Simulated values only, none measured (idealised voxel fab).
Presented below is a process module, voxel released beams.
Shown is cross-section cut, with a width of 280 nm and square cells of size 5 nm.
In this document a cross-section is written as a grid of square cells. It is given as a series of bands, listed from the top down, and a band is one or more rows of cells. Within each band entry, the heights of the top and of the bottom of the band appear first, in that order and in nm; the materials of the band then follow from left to right, each with its corresponding width in nm. The designation "everywhere" on a single material indicates that it fills the band from edge to edge; the designation "blank" indicates empty space. For the purposes of this specification, 0 denotes the height below which the wafer in its as-received condition is composed wholly of one material, and the lowermost band, lacking a lower limit, extends downward without end, as expressed in "top 0, no bottom". The expression "30 to 40" gives the width at the extremes of the band, the first number at its top row of cells and the second at its bottom row, with the width changing by equal amounts from each row to the next in between. Step note "identical to before" = no cross-section cell changed. Closed-off voids of 8+ cells (no open route to the top) go in "Unvented internal voids", written width x height at distance from the left edge, in nm. Heads up: the bit after the settings on a step's line is the simulator's remark on that step. overlay nm: mask offset rightward from planned place, masked step; negative means leftward offset.
Intended process steps:
| 1 | RECEIVE (material Si) |
| 2 | CONFORMAL_DEP (material SiN; thk nm 10) |
| 3 | DIRECTIONAL_DEP (material SiO2; thk nm 15) |
| 4 | MASKED_ETCH (tone open; mask id ANCHOR; width nm 30; etch materials SiO2; depth nm 15; overlay nm 0) |
| 5 | CONFORMAL_DEP (material W; thk nm 10) |
| 6 | DIRECTIONAL_DEP (material aC; thk nm 10) |
| 7 | PATTERN (tone cover; mask id BEAM; material resist; width nm 85; thk nm 30; overlay nm 0) |
| 8 | DIRECTIONAL_ETCH (etch materials aC; depth nm 10) |
| 9 | STRIP (etch materials resist) |
| 10 | DIRECTIONAL_ETCH (etch materials W; depth nm 10) |
| 11 | STRIP (etch materials aC) |
| 12 | STRIP (etch materials SiO2) |
As received, after step 1:
  top 0, no bottom | Si everywhere
  Unvented internal voids: none
First wafer of two, sectioned at end of module; run went per plan:
  top 35, bottom 25 | blank (95), then W (15), then blank (10), then W (60), then blank (100)
  top 25, bottom 20 | blank (100), then W (10), then blank (10), then W (10), then blank (150)
  top 20, bottom 10 | blank (100), then W (30), then blank (150)
  top 10, bottom 0 | SiN everywhere
  top 0, no bottom | Si everywhere
  Unvented internal voids: none
Cross-sectional image of the second wafer of the two following completion of the module. Starting state and process plan were the same as for the first wafer; one execution error occurred:
  top 35, bottom 25 | blank (95), then W (85), then blank (100)
  top 25, bottom 15 | SiN everywhere
  top 15, bottom 0 | SiO2 everywhere
  top 0, no bottom | Si everywhere
  Unvented internal voids: none
what went wrong: steps 2 and 3 of the plan were run in the wrong order, each in the other's place
Wafer comparison, final, in cells, second relative to first, materials more or fewer: SiO2: 168 more; W: 12 fewer
